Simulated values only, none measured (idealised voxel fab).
Module name: voxel tone inversion (process module)
Section cut is 230 nm wide and gridded with 5 nm square cells.
Reading order for cross-sections: top band down to bottom band. Underlying form: a grid of square cells. Band size: one or more rows of cells. Quick guide to a band line: top height, bottom height (nm) up front; then every material left to right with its width in nm. Only one material and it's marked "edge to edge"? Then it fills the band edge to edge. And "empty" just means empty space. Heights are expressed relative to 0, this being the level below which the as-received wafer comprises one material exclusively. The lowest band is unbounded in the downward direction and is denoted as in "z 0 and below". It should be noted that a width expressed as "30..40" varies in equal increments from row to row of cells within the band, taking the value of the first number at the top row and that of the second number at the bottom row. Take "remained the same" at face value: in the step it is given for, the cross-section changed in none of its cells. "Closed void roster" enumerates empty spaces isolated from the top, with no open way to it, that contain at least 8 cells, giving each as width x height at distance from the left edge, all three in nm. On a step's line, text after the settings is the simulator commenting on that step. overlay nm: where the mask lay relative to plan, measured to the right, on steps with a mask; negatives go left.
[The process steps that were planned are listed below]
- 1: RECEIVE [material Si]
- 2: CONFORMAL_DEP [material SiN] [thk nm 5]
- 3: DIRECTIONAL_DEP [material aC] [thk nm 15]
- 4: PATTERN [tone cover] [mask id POSTS] [material resist] [width nm 25] [pitch nm 40] [thk nm 20] [overlay nm 0]
- 5: DIRECTIONAL_ETCH [etch materials aC] [depth nm 15]
- 6: STRIP [etch materials resist]
- 7: FILL_DEP [material lowk] [thk nm 10]
- 8: CMP [height nm 20]
- 9: STRIP [etch materials aC]
- 10: CONFORMAL_DEP [material TiN] [thk nm 5]
- 11: FILL_DEP [material Ru] [thk nm 5]
- 12: CMP [height nm 20]
- 13: CONFORMAL_DEP [material SiN] [thk nm 5]
[First of two wafers, with the run carried out as planned]
[As-received state of the wafer in cross-section, equivalent to post-step 1]
- z 0 and below = Si edge to edge
- Closed void roster: none
[The following cross-section depicts the wafer upon completion of step 2]
- z 5 to 0 = SiN edge to edge
- below 0: unchanged
[The following cross-section depicts the wafer upon completion of step 3]
- z 20 to 5 = aC edge to edge
- below 5: unchanged
[The following cross-section depicts the wafer upon completion of step 4]
- z 40 to 20 = empty (80) / resist (25) / empty (15) / resist (25) / empty (85)
- below 20: unchanged
[The following cross-section depicts the wafer upon completion of step 5]
- z 25 to 20 = empty (80) / resist (25) / empty (15) / resist (25) / empty (85)
- z 20 to 5 = empty (80) / aC (25) / empty (15) / aC (25) / empty (85)
- below 5: unchanged
[The following cross-section depicts the wafer upon completion of step 6]
- z 20 to 5 = empty (80) / aC (25) / empty (15) / aC (25) / empty (85)
- below 5: unchanged
[The following cross-section depicts the wafer upon completion of step 7]
- z 30 to 20 = lowk edge to edge
- z 20 to 5 = lowk (80) / aC (25) / lowk (15) / aC (25) / lowk (85)
- below 5: unchanged
[The following cross-section depicts the wafer upon completion of step 8]
- z 20 to 5 = lowk (80) / aC (25) / lowk (15) / aC (25) / lowk (85)
- below 5: unchanged
[The following cross-section depicts the wafer upon completion of step 9]
- z 20 to 5 = lowk (80) / empty (25) / lowk (15) / empty (25) / lowk (85)
- below 5: unchanged
[The following cross-section depicts the wafer upon completion of step 10]
- z 25 to 20 = TiN (85) / empty (15) / TiN (25) / empty (15) / TiN (90)
- z 20 to 10 = lowk (80) / TiN (5) / empty (15) / TiN (5) / lowk (15) / TiN (5) / empty (15) / TiN (5) / lowk (85)
- z 10 to 5 = lowk (80) / TiN (25) / lowk (15) / TiN (25) / lowk (85)
- below 5: unchanged
[The following cross-section depicts the wafer upon completion of step 11]
- z 30 to 25 = Ru edge to edge
- z 25 to 20 = TiN (85) / Ru (15) / TiN (25) / Ru (15) / TiN (90)
- z 20 to 10 = lowk (80) / TiN (5) / Ru (15) / TiN (5) / lowk (15) / TiN (5) / Ru (15) / TiN (5) / lowk (85)
- below 10: unchanged
[The following cross-section depicts the wafer upon completion of step 12]
- z 20 to 10 = lowk (80) / TiN (5) / Ru (15) / TiN (5) / lowk (15) / TiN (5) / Ru (15) / TiN (5) / lowk (85)
- below 10: unchanged
[The following cross-section depicts the wafer upon completion of step 13]
- z 25 to 20 = SiN edge to edge
- below 20: unchanged
[It is to be noted that the second wafer proceeded from the same initial state and according to the same plan as the first, although one mistake was committed in its execution; through step 1, inclusive, the two wafers share an identical history]
[Cross-section, second wafer, at the end time the plan gives for step 2]
- z 15 to 0 = aC edge to edge
- below 0: unchanged
[Cross-section, second wafer, at the end time the plan gives for step 3]
- z 20 to 15 = SiN edge to edge
- below 15: unchanged
[Cross-section, second wafer, at the end time the plan gives for step 4]
- z 40 to 20 = empty (80) / resist (25) / empty (15) / resist (25) / empty (85)
- below 20: unchanged
[Cross-section, second wafer, at the end time the plan gives for step 5]
- z 25 to 20 = empty (80) / resist (25) / empty (15) / resist (25) / empty (85)
- below 20: unchanged
[Cross-section, second wafer, at the end time the plan gives for step 6]
- z 20 to 15 = SiN edge to edge
- below 15: unchanged
[Cross-section, second wafer, at the end time the plan gives for step 7]
- z 30 to 20 = lowk edge to edge
- below 20: unchanged
[Cross-section, second wafer, at the end time the plan gives for step 8]
- z 20 to 15 = SiN edge to edge
- below 15: unchanged
Cross-section, second wafer, at the end time the plan gives for step 9: remained the same
[Cross-section, second wafer, at the end time the plan gives for step 10]
- z 25 to 20 = TiN edge to edge
- below 20: unchanged
[Cross-section, second wafer, at the end time the plan gives for step 11]
- z 30 to 25 = Ru edge to edge
- below 25: unchanged
[Cross-section, second wafer, at the end time the plan gives for step 12]
- z 20 to 15 = SiN edge to edge
- below 15: unchanged
[Cross-section, second wafer, at the end time the plan gives for step 13]
- z 25 to 15 = SiN edge to edge
- below 15: unchanged
Nonconformance to the process plan: ran 2 and 3 in swapped order versus the plan
Cell-count delta at end, second wafer over first, by material: 12 fewer of Ru; 18 fewer of TiN; 138 more of aC; 108 fewer of lowk
